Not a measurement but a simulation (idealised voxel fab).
Process module in this document: voxel gate over fins
It is cross-section cut that appears here, measuring 240 nm in width, its square cells being 5 nm in size.
Cross-section = grid of square cells, listed top down in bands; band = one or more rows. Per band: top height and bottom height in nm, followed by the left-to-right materials and their widths in nm; "edge to edge" marks a single material spanning edge to edge, "blank" marks empty space. Zero point of the height axis is 0; under it, received wafer = one material. Lowest band: continues down indefinitely, "z 0 and below". The width entry "30..40" should be interpreted row by row: the top row of cells in the band takes the first number, the bottom row takes the second number, and the change between adjacent rows is uniform throughout. "nothing altered" means the step left every cell of the cross-section as it was. Closed empty spaces (no open way to the top) of 8 cells or more are what "Closed void register" lists, each as width x height at distance from the left edge, nm for all three. Where a step's line continues beyond its settings, the continuation is a remark by the simulator itself on that step. Regarding "overlay nm": on a step with a mask, it is the distance the mask lay to the right of its planned place; a negative value places it to the left.

## List of planned process steps
- 1: RECEIVE [material Si]
- 2: CONFORMAL_DEP [material SiN] [thk nm 10]
- 3: MASKED_ETCH [tone cover] [mask id FINS] [width nm 15] [pitch nm 60] [etch materials SiN] [depth nm 10] [overlay nm 0]
- 4: MASKED_ETCH [tone cover] [mask id FINS] [width nm 15] [pitch nm 60] [etch materials Si] [depth nm 40] [overlay nm 0]
- 5: FILL_DEP [material SiO2] [thk nm 15]
- 6: CMP [height nm 10]
- 7: PATTERN [tone open] [mask id RAIL] [material resist] [width nm 15] [thk nm 15] [overlay nm 0]
- 8: DIRECTIONAL_ETCH [etch materials SiO2] [depth nm 45]
- 9: STRIP [etch materials resist]
- 10: CONFORMAL_DEP [material TiN] [thk nm 5]
- 11: FILL_DEP [material W] [thk nm 5]
- 12: CMP [height nm 10]
- 13: SELECTIVE_ETCH [etch materials W Ru TiN] [depth nm 30]
- 14: FILL_DEP [material SiO2] [thk nm 5]
- 15: CMP [height nm 10]
- 16: SELECTIVE_ETCH [etch materials SiO2] [depth nm 25]
- 17: STRIP [etch materials SiN]
- 18: CONFORMAL_DEP [material HfO2] [thk nm 5]
- 19: CONFORMAL_DEP [material TiN] [thk nm 5]
- 20: FILL_DEP [material W] [thk nm 10]
- 21: CMP [height nm 15]
- 22: CONFORMAL_DEP [material SiN] [thk nm 10]

## Concerning the first of two wafers, which was run in accordance with the plan

## Delivered wafer in cross-section: state after step 1
> z 0 and below = Si edge to edge
> Closed void register: none

## The wafer, seen in cross-section, after step 2
> z 10 to 0 = SiN edge to edge
> Anything lower than 0 is untouched.

## The wafer, seen in cross-section, after step 3
> z 10 to 0 = blank 80, SiN 15, blank 45, SiN 15, blank 85
> Anything lower than 0 is untouched.

## The wafer, seen in cross-section, after step 4
> z 10 to 0 = blank 80, SiN 15, blank 45, SiN 15, blank 85
> z 0 to -40 = blank 80, Si 15, blank 45, Si 15, blank 85
> Anything lower than -40 is untouched.

## The wafer, seen in cross-section, after step 5
> z 25 to 10 = SiO2 edge to edge
> z 10 to 0 = SiO2 80, SiN 15, SiO2 45, SiN 15, SiO2 85
> z 0 to -40 = SiO2 80, Si 15, SiO2 45, Si 15, SiO2 85
> Anything lower than -40 is untouched.

## The wafer, seen in cross-section, after step 6
> z 10 to 0 = SiO2 80, SiN 15, SiO2 45, SiN 15, SiO2 85
> Anything lower than 0 is untouched.

## The wafer, seen in cross-section, after step 7
> z 25 to 10 = resist 110, blank 15, resist 115
> Anything lower than 10 is untouched.

## The wafer, seen in cross-section, after step 8
> z 25 to 10 = resist 110, blank 15, resist 115
> z 10 to 0 = SiO2 80, SiN 15, SiO2 15, blank 15, SiO2 15, SiN 15, SiO2 85
> z 0 to -35 = SiO2 80, Si 15, SiO2 15, blank 15, SiO2 15, Si 15, SiO2 85
> Anything lower than -35 is untouched.

## The wafer, seen in cross-section, after step 9
> z 10 to 0 = SiO2 80, SiN 15, SiO2 15, blank 15, SiO2 15, SiN 15, SiO2 85
> Anything lower than 0 is untouched.

## The wafer, seen in cross-section, after step 10
> z 15 to 10 = TiN 115, blank 5, TiN 120
> z 10 to 0 = SiO2 80, SiN 15, SiO2 15, TiN 5, blank 5, TiN 5, SiO2 15, SiN 15, SiO2 85
> z 0 to -30 = SiO2 80, Si 15, SiO2 15, TiN 5, blank 5, TiN 5, SiO2 15, Si 15, SiO2 85
> z -30 to -35 = SiO2 80, Si 15, SiO2 15, TiN 15, SiO2 15, Si 15, SiO2 85
> Anything lower than -35 is untouched.

## The wafer, seen in cross-section, after step 11
> z 20 to 15 = W edge to edge
> z 15 to 10 = TiN 115, W 5, TiN 120
> z 10 to 0 = SiO2 80, SiN 15, SiO2 15, TiN 5, W 5, TiN 5, SiO2 15, SiN 15, SiO2 85
> z 0 to -30 = SiO2 80, Si 15, SiO2 15, TiN 5, W 5, TiN 5, SiO2 15, Si 15, SiO2 85
> Anything lower than -30 is untouched.

## The wafer, seen in cross-section, after step 12
> z 10 to 0 = SiO2 80, SiN 15, SiO2 15, TiN 5, W 5, TiN 5, SiO2 15, SiN 15, SiO2 85
> Anything lower than 0 is untouched.

## The wafer, seen in cross-section, after step 13
> z 10 to 0 = SiO2 80, SiN 15, SiO2 15, blank 15, SiO2 15, SiN 15, SiO2 85
> z 0 to -20 = SiO2 80, Si 15, SiO2 15, blank 15, SiO2 15, Si 15, SiO2 85
> Anything lower than -20 is untouched.

## The wafer, seen in cross-section, after step 14
> z 15 to 10 = SiO2 edge to edge
> z 10 to 0 = SiO2 80, SiN 15, SiO2 45, SiN 15, SiO2 85
> z 0 to -20 = SiO2 80, Si 15, SiO2 45, Si 15, SiO2 85
> Anything lower than -20 is untouched.

## The wafer, seen in cross-section, after step 15
> z 10 to 0 = SiO2 80, SiN 15, SiO2 45, SiN 15, SiO2 85
> Anything lower than 0 is untouched.

## The wafer, seen in cross-section, after step 16
> z 10 to 0 = blank 80, SiN 15, blank 45, SiN 15, blank 85
> z 0 to -15 = blank 80, Si 15, blank 45, Si 15, blank 85
> Anything lower than -15 is untouched.

## The wafer, seen in cross-section, after step 17
> z 0 to -15 = blank 80, Si 15, blank 45, Si 15, blank 85
> Anything lower than -15 is untouched.

## The wafer, seen in cross-section, after step 18
> z 5 to 0 = blank 75, HfO2 25, blank 35, HfO2 25, blank 80
> z 0 to -10 = blank 75, HfO2 5, Si 15, HfO2 5, blank 35, HfO2 5, Si 15, HfO2 5, blank 80
> z -10 to -15 = HfO2 80, Si 15, HfO2 45, Si 15, HfO2 85
> Anything lower than -15 is untouched.

## The wafer, seen in cross-section, after step 19
> z 10 to 5 = blank 70, TiN 35, blank 25, TiN 35, blank 75
> z 5 to 0 = blank 70, TiN 5, HfO2 25, TiN 5, blank 25, TiN 5, HfO2 25, TiN 5, blank 75
> z 0 to -5 = blank 70, TiN 5, HfO2 5, Si 15, HfO2 5, TiN 5, blank 25, TiN 5, HfO2 5, Si 15, HfO2 5, TiN 5, blank 75
> z -5 to -10 = TiN 75, HfO2 5, Si 15, HfO2 5, TiN 35, HfO2 5, Si 15, HfO2 5, TiN 80
> Anything lower than -10 is untouched.

## The wafer, seen in cross-section, after step 20
> z 20 to 10 = W edge to edge
> z 10 to 5 = W 70, TiN 35, W 25, TiN 35, W 75
> z 5 to 0 = W 70, TiN 5, HfO2 25, TiN 5, W 25, TiN 5, HfO2 25, TiN 5, W 75
> z 0 to -5 = W 70, TiN 5, HfO2 5, Si 15, HfO2 5, TiN 5, W 25, TiN 5, HfO2 5, Si 15, HfO2 5, TiN 5, W 75
> Anything lower than -5 is untouched.

## The wafer, seen in cross-section, after step 21
> z 15 to 10 = W edge to edge
> Anything lower than 10 is untouched.

## The wafer, seen in cross-section, after step 22
> z 25 to 15 = SiN edge to edge
> Anything lower than 15 is untouched.

## What follows concerns the second wafer, which started out like the first and was meant to follow the very same plan; one mistake crept in when it was run, but everything up to and including step 17 is the same as for the first wafer

Look at the second wafer in cross-section at the time step 18 ought to have finished: nothing altered

## Look at the second wafer in cross-section at the time step 19 ought to have finished
> z 5 to 0 = blank 75, TiN 25, blank 35, TiN 25, blank 80
> z 0 to -10 = blank 75, TiN 5, Si 15, TiN 5, blank 35, TiN 5, Si 15, TiN 5, blank 80
> z -10 to -15 = TiN 80, Si 15, TiN 45, Si 15, TiN 85
> Anything lower than -15 is untouched.

## Look at the second wafer in cross-section at the time step 20 ought to have finished
> z 15 to 5 = W edge to edge
> z 5 to 0 = W 75, TiN 25, W 35, TiN 25, W 80
> z 0 to -10 = W 75, TiN 5, Si 15, TiN 5, W 35, TiN 5, Si 15, TiN 5, W 80
> Anything lower than -10 is untouched.

Look at the second wafer in cross-section at the time step 21 ought to have finished: nothing altered

## Look at the second wafer in cross-section at the time step 22 ought to have finished
> z 25 to 15 = SiN edge to edge
> Anything lower than 15 is untouched.
Finding, execution versus plan: step 18 of the plan was jumped over and never run
End check, counted in cells, second wafer has more or fewer of these materials than the first: HfO2: 60 fewer | W: 60 more
